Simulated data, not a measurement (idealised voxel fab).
You're looking at the process module voxel fin reveal.
It is cross-section cut that appears here, measuring 160 nm in width, its square cells being 5 nm in size.
Format of a cross-section: grid, square cells. Given as bands. Order: top down. Band: one or more rows of cells.
For a band, the entry starts with two heights in nm, that of the top and then that of the bottom, and carries on with the band's materials in order from left to right, each alongside its width in nm; the word "full width" beside a single material means it fills the band edge to edge, and "air" means empty space.
All heights in this document are referenced to 0, defined as the level beneath which the wafer, as received, consists entirely of one material. The lowest band is not bounded below; it extends indefinitely downward and is written in the form "0..down".
Read "30..40" as a graded width: first number on top, second number at the bottom, same change between each pair of neighbouring rows.
A step reported as "no alterations made" is a step in which no cell of the cross-section changed.
The list in "Encapsulated voids" covers empty spaces of 8 cells or more that cannot reach the top through any open way, and it gives each as width x height at distance; the distance is from the left edge, and width, height and distance are in nm.
That trailing text on a step's line, after the settings, is the simulator's own remark on the step.
overlay nm: right-of-plan distance of the mask on a masked step; negative values mean left-of-plan.
# Steps in the process plan
step 1: RECEIVE, material Si
step 2: CONFORMAL_DEP, material SiN, thk nm 5
step 3: PATTERN, tone cover, mask id FINS, material resist, width nm 15, pitch nm 35, thk nm 20, overlay nm 0
step 4: DIRECTIONAL_ETCH, etch materials SiN, depth nm 5
step 5: DIRECTIONAL_ETCH, etch materials Si, depth nm 40
step 6: STRIP, etch materials resist
step 7: FILL_DEP, material SiO2, thk nm 15
step 8: CMP, height nm 5
step 9: SELECTIVE_ETCH, etch materials SiO2, depth nm 35
step 10: STRIP, etch materials SiN
# The following pertains to the first of two wafers, which was processed as planned
# Wafer at receipt (post step 1), cross-section
	0..down = Si full width
	Encapsulated voids: none
# Cross-section of the wafer subsequent to step 2
	5..0 = SiN full width
	Everything below 0 is unchanged.
# Cross-section of the wafer subsequent to step 3
	25..5 = 35 of air; 15 of resist; 20 of air; 15 of resist; 20 of air; 15 of resist; 40 of air
	Everything below 5 is unchanged.
# Cross-section of the wafer subsequent to step 4
	25..5 = 35 of air; 15 of resist; 20 of air; 15 of resist; 20 of air; 15 of resist; 40 of air
	5..0 = 35 of air; 15 of SiN; 20 of air; 15 of SiN; 20 of air; 15 of SiN; 40 of air
	Everything below 0 is unchanged.
# Cross-section of the wafer subsequent to step 5
	25..5 = 35 of air; 15 of resist; 20 of air; 15 of resist; 20 of air; 15 of resist; 40 of air
	5..0 = 35 of air; 15 of SiN; 20 of air; 15 of SiN; 20 of air; 15 of SiN; 40 of air
	0..-40 = 35 of air; 15 of Si; 20 of air; 15 of Si; 20 of air; 15 of Si; 40 of air
	Everything below -40 is unchanged.
# Cross-section of the wafer subsequent to step 6
	5..0 = 35 of air; 15 of SiN; 20 of air; 15 of SiN; 20 of air; 15 of SiN; 40 of air
	Everything below 0 is unchanged.
# Cross-section of the wafer subsequent to step 7
	20..5 = SiO2 full width
	5..0 = 35 of SiO2; 15 of SiN; 20 of SiO2; 15 of SiN; 20 of SiO2; 15 of SiN; 40 of SiO2
	0..-40 = 35 of SiO2; 15 of Si; 20 of SiO2; 15 of Si; 20 of SiO2; 15 of Si; 40 of SiO2
	Everything below -40 is unchanged.
# Cross-section of the wafer subsequent to step 8
	5..0 = 35 of SiO2; 15 of SiN; 20 of SiO2; 15 of SiN; 20 of SiO2; 15 of SiN; 40 of SiO2
	Everything below 0 is unchanged.
# Cross-section of the wafer subsequent to step 9
	5..0 = 35 of air; 15 of SiN; 20 of air; 15 of SiN; 20 of air; 15 of SiN; 40 of air
	0..-30 = 35 of air; 15 of Si; 20 of air; 15 of Si; 20 of air; 15 of Si; 40 of air
	Everything below -30 is unchanged.
# Cross-section of the wafer subsequent to step 10
	0..-30 = 35 of air; 15 of Si; 20 of air; 15 of Si; 20 of air; 15 of Si; 40 of air
	Everything below -30 is unchanged.
# second wafer: like start, like plan, one mistake. Through step 2 it matches the first wafer
# Second wafer, cut view, end of step 3 per plan
	25..5 = 35 of resist; 15 of air; 20 of resist; 15 of air; 20 of resist; 15 of air; 40 of resist
	Everything below 5 is unchanged.
# Second wafer, cut view, end of step 4 per plan
	25..5 = 35 of resist; 15 of air; 20 of resist; 15 of air; 20 of resist; 15 of air; 40 of resist
	5..0 = 35 of SiN; 15 of air; 20 of SiN; 15 of air; 20 of SiN; 15 of air; 40 of SiN
	Everything below 0 is unchanged.
# Second wafer, cut view, end of step 5 per plan
	25..5 = 35 of resist; 15 of air; 20 of resist; 15 of air; 20 of resist; 15 of air; 40 of resist
	5..0 = 35 of SiN; 15 of air; 20 of SiN; 15 of air; 20 of SiN; 15 of air; 40 of SiN
	0..-40 = 35 of Si; 15 of air; 20 of Si; 15 of air; 20 of Si; 15 of air; 40 of Si
	Everything below -40 is unchanged.
# Second wafer, cut view, end of step 6 per plan
	5..0 = 35 of SiN; 15 of air; 20 of SiN; 15 of air; 20 of SiN; 15 of air; 40 of SiN
	Everything below 0 is unchanged.
# Second wafer, cut view, end of step 7 per plan
	20..5 = SiO2 full width
	5..0 = 35 of SiN; 15 of SiO2; 20 of SiN; 15 of SiO2; 20 of SiN; 15 of SiO2; 40 of SiN
	0..-40 = 35 of Si; 15 of SiO2; 20 of Si; 15 of SiO2; 20 of Si; 15 of SiO2; 40 of Si
	Everything below -40 is unchanged.
# Second wafer, cut view, end of step 8 per plan
	5..0 = 35 of SiN; 15 of SiO2; 20 of SiN; 15 of SiO2; 20 of SiN; 15 of SiO2; 40 of SiN
	Everything below 0 is unchanged.
# Second wafer, cut view, end of step 9 per plan
	5..0 = 35 of SiN; 15 of air; 20 of SiN; 15 of air; 20 of SiN; 15 of air; 40 of SiN
	0..-30 = 35 of Si; 15 of air; 20 of Si; 15 of air; 20 of Si; 15 of air; 40 of Si
	Everything below -30 is unchanged.
# Second wafer, cut view, end of step 10 per plan
	0..-30 = 35 of Si; 15 of air; 20 of Si; 15 of air; 20 of Si; 15 of air; 40 of Si
	Everything below -30 is unchanged.
Finding, execution versus plan: step 3 was processed under conditions differing from the plan, specifically as PATTERN, tone open, mask id FINS, material resist, width nm 15, pitch nm 35, thk nm 20, overlay nm 0
Final tally in cells, some materials are higher or lower on the second wafer than on the first: +112 Si | -28 SiO2
